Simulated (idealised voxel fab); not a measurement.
Process module, titled voxel trench capacitor
Cross-section cut: width 145 nm, square cells of 5 nm.
Bands, listed from the top down, are how a cross-section gets written in this document; the cross-section itself is a grid of square cells, and a band is one or more rows of them.
In this notation a band is specified by the heights of its top and bottom, in that order and in nm, after which its materials appear from left to right, each paired with its width in nm. The word "everywhere" attached to a single material means that material fills the band from edge to edge; the word "blank" stands for empty space.
Heights are reckoned from 0. Under this level, the received wafer is all of one material. The bottommost band is open-ended downward, for example "z 0 and below".
Quick explanation for "30..40": the width changes in equal steps down the rows of cells, from the first number in the band's top row to the second number in its bottom row.
Take "no modifications" at face value: in the step it is given for, the cross-section changed in none of its cells.
In the "Enclosed void listing" entry, you get each enclosed empty space of 8 cells or more, one with no open way to the top, written width x height at distance, distance from the left edge, in nm.
It should be noted that, on the line of a given step, the content following the step's settings is a remark produced by the simulator itself with respect to that step.
Each step line may optionally specify "overlay nm", which for a step with a mask gives the rightward distance between the mask's planned place and where it lay, a negative value indicating the leftward direction.

The steps planned for the process are as follows:
| 1 | RECEIVE | material Si |
| 2 | CONFORMAL_DEP | material SiN | thk nm 10 |
| 3 | MASKED_ETCH | tone open | mask id TRENCH | width nm 30 | pitch nm 45 | etch materials SiN | depth nm 10 | overlay nm 0 |
| 4 | MASKED_ETCH | tone open | mask id TRENCH | width nm 30 | pitch nm 45 | etch materials Si | depth nm 40 | overlay nm 0 |
| 5 | CONFORMAL_DEP | material HfO2 | thk nm 5 |
| 6 | CONFORMAL_DEP | material TiN | thk nm 5 |
| 7 | FILL_DEP | material W | thk nm 10 |
| 8 | CMP | height nm 10 |

First wafer, two in total, run as planned:

Cross-section: wafer on arrival = after step 1:
* z 0 and below: Si everywhere
* Enclosed void listing: none

After step 2, in cross-section:
* z 10 to 0: SiN everywhere
* At heights below 0, the structure remains unaltered.

After step 3, in cross-section:
* z 10 to 0: 35 nm SiN | 30 nm blank | 15 nm SiN | 30 nm blank | 35 nm SiN
* At heights below 0, the structure remains unaltered.

After step 4, in cross-section:
* z 10 to 0: 35 nm SiN | 30 nm blank | 15 nm SiN | 30 nm blank | 35 nm SiN
* z 0 to -40: 35 nm Si | 30 nm blank | 15 nm Si | 30 nm blank | 35 nm Si
* At heights below -40, the structure remains unaltered.

After step 5, in cross-section:
* z 15 to 10: 40 nm HfO2 | 20 nm blank | 25 nm HfO2 | 20 nm blank | 40 nm HfO2
* z 10 to 0: 35 nm SiN | 5 nm HfO2 | 20 nm blank | 5 nm HfO2 | 15 nm SiN | 5 nm HfO2 | 20 nm blank | 5 nm HfO2 | 35 nm SiN
* z 0 to -35: 35 nm Si | 5 nm HfO2 | 20 nm blank | 5 nm HfO2 | 15 nm Si | 5 nm HfO2 | 20 nm blank | 5 nm HfO2 | 35 nm Si
* z -35 to -40: 35 nm Si | 30 nm HfO2 | 15 nm Si | 30 nm HfO2 | 35 nm Si
* At heights below -40, the structure remains unaltered.

After step 6, in cross-section:
* z 20 to 15: 45 nm TiN | 10 nm blank | 35 nm TiN | 10 nm blank | 45 nm TiN
* z 15 to 10: 40 nm HfO2 | 5 nm TiN | 10 nm blank | 5 nm TiN | 25 nm HfO2 | 5 nm TiN | 10 nm blank | 5 nm TiN | 40 nm HfO2
* z 10 to 0: 35 nm SiN | 5 nm HfO2 | 5 nm TiN | 10 nm blank | 5 nm TiN | 5 nm HfO2 | 15 nm SiN | 5 nm HfO2 | 5 nm TiN | 10 nm blank | 5 nm TiN | 5 nm HfO2 | 35 nm SiN
* z 0 to -30: 35 nm Si | 5 nm HfO2 | 5 nm TiN | 10 nm blank | 5 nm TiN | 5 nm HfO2 | 15 nm Si | 5 nm HfO2 | 5 nm TiN | 10 nm blank | 5 nm TiN | 5 nm HfO2 | 35 nm Si
* z -30 to -35: 35 nm Si | 5 nm HfO2 | 20 nm TiN | 5 nm HfO2 | 15 nm Si | 5 nm HfO2 | 20 nm TiN | 5 nm HfO2 | 35 nm Si
* At heights below -35, the structure remains unaltered.

After step 7, in cross-section:
* z 30 to 20: W everywhere
* z 20 to 15: 45 nm TiN | 10 nm W | 35 nm TiN | 10 nm W | 45 nm TiN
* z 15 to 10: 40 nm HfO2 | 5 nm TiN | 10 nm W | 5 nm TiN | 25 nm HfO2 | 5 nm TiN | 10 nm W | 5 nm TiN | 40 nm HfO2
* z 10 to 0: 35 nm SiN | 5 nm HfO2 | 5 nm TiN | 10 nm W | 5 nm TiN | 5 nm HfO2 | 15 nm SiN | 5 nm HfO2 | 5 nm TiN | 10 nm W | 5 nm TiN | 5 nm HfO2 | 35 nm SiN
* z 0 to -30: 35 nm Si | 5 nm HfO2 | 5 nm TiN | 10 nm W | 5 nm TiN | 5 nm HfO2 | 15 nm Si | 5 nm HfO2 | 5 nm TiN | 10 nm W | 5 nm TiN | 5 nm HfO2 | 35 nm Si
* At heights below -30, the structure remains unaltered.

After step 8, in cross-section:
* z 10 to 0: 35 nm SiN | 5 nm HfO2 | 5 nm TiN | 10 nm W | 5 nm TiN | 5 nm HfO2 | 15 nm SiN | 5 nm HfO2 | 5 nm TiN | 10 nm W | 5 nm TiN | 5 nm HfO2 | 35 nm SiN
* At heights below 0, the structure remains unaltered.

Wafer two: like wafer one in start and plan, but with one mistake in execution; identical up to and including step 2:

At the planned end of step 3, the second wafer in cross-section:
* z 10 to 0: 30 nm SiN | 30 nm blank | 15 nm SiN | 30 nm blank | 40 nm SiN
* At heights below 0, the structure remains unaltered.

At the planned end of step 4, the second wafer in cross-section:
* z 10 to 0: 30 nm SiN | 30 nm blank | 15 nm SiN | 30 nm blank | 40 nm SiN
* z 0 to -40: 35 nm Si | 25 nm blank | 20 nm Si | 25 nm blank | 40 nm Si
* At heights below -40, the structure remains unaltered.

At the planned end of step 5, the second wafer in cross-section:
* z 15 to 10: 35 nm HfO2 | 20 nm blank | 25 nm HfO2 | 20 nm blank | 45 nm HfO2
* z 10 to 0: 30 nm SiN | 5..10 nm HfO2 | 20..15 nm blank | 5 nm HfO2 | 15 nm SiN | 5..10 nm HfO2 | 20..15 nm blank | 5 nm HfO2 | 40 nm SiN
* z 0 to -35: 35 nm Si | 5 nm HfO2 | 15 nm blank | 5 nm HfO2 | 20 nm Si | 5 nm HfO2 | 15 nm blank | 5 nm HfO2 | 40 nm Si
* z -35 to -40: 35 nm Si | 25 nm HfO2 | 20 nm Si | 25 nm HfO2 | 40 nm Si
* At heights below -40, the structure remains unaltered.

At the planned end of step 6, the second wafer in cross-section:
* z 20 to 15: 40 nm TiN | 10 nm blank | 35 nm TiN | 10 nm blank | 50 nm TiN
* z 15 to 10: 35 nm HfO2 | 5 nm TiN | 10 nm blank | 5 nm TiN | 25 nm HfO2 | 5 nm TiN | 10 nm blank | 5 nm TiN | 45 nm HfO2
* z 10 to 0: 30 nm SiN | 5..10 nm HfO2 | 10..5 nm TiN | 5 nm blank | 5 nm TiN | 5 nm HfO2 | 15 nm SiN | 5..10 nm HfO2 | 10..5 nm TiN | 5 nm blank | 5 nm TiN | 5 nm HfO2 | 40 nm SiN
* z 0 to -30: 35 nm Si | 5 nm HfO2 | 5 nm TiN | 5 nm blank | 5 nm TiN | 5 nm HfO2 | 20 nm Si | 5 nm HfO2 | 5 nm TiN | 5 nm blank | 5 nm TiN | 5 nm HfO2 | 40 nm Si
* z -30 to -35: 35 nm Si | 5 nm HfO2 | 15 nm TiN | 5 nm HfO2 | 20 nm Si | 5 nm HfO2 | 15 nm TiN | 5 nm HfO2 | 40 nm Si
* At heights below -35, the structure remains unaltered.

At the planned end of step 7, the second wafer in cross-section:
* z 30 to 20: W everywhere
* z 20 to 15: 40 nm TiN | 10 nm W | 35 nm TiN | 10 nm W | 50 nm TiN
* z 15 to 10: 35 nm HfO2 | 5 nm TiN | 10 nm W | 5 nm TiN | 25 nm HfO2 | 5 nm TiN | 10 nm W | 5 nm TiN | 45 nm HfO2
* z 10 to 0: 30 nm SiN | 5..10 nm HfO2 | 10..5 nm TiN | 5 nm W | 5 nm TiN | 5 nm HfO2 | 15 nm SiN | 5..10 nm HfO2 | 10..5 nm TiN | 5 nm W | 5 nm TiN | 5 nm HfO2 | 40 nm SiN
* z 0 to -30: 35 nm Si | 5 nm HfO2 | 5 nm TiN | 5 nm W | 5 nm TiN | 5 nm HfO2 | 20 nm Si | 5 nm HfO2 | 5 nm TiN | 5 nm W | 5 nm TiN | 5 nm HfO2 | 40 nm Si
* At heights below -30, the structure remains unaltered.

At the planned end of step 8, the second wafer in cross-section:
* z 10 to 0: 30 nm SiN | 5..10 nm HfO2 | 10..5 nm TiN | 5 nm W | 5 nm TiN | 5 nm HfO2 | 15 nm SiN | 5..10 nm HfO2 | 10..5 nm TiN | 5 nm W | 5 nm TiN | 5 nm HfO2 | 40 nm SiN
* At heights below 0, the structure remains unaltered.
What was done differently from what was planned? step 3 deviated from plan and actually ran as MASKED_ETCH | tone open | mask id TRENCH | width nm 30 | pitch nm 45 | etch materials SiN | depth nm 10 | overlay nm -5
Materials where the second wafer ends with more or fewer cells than the first: Si +16 | W -16
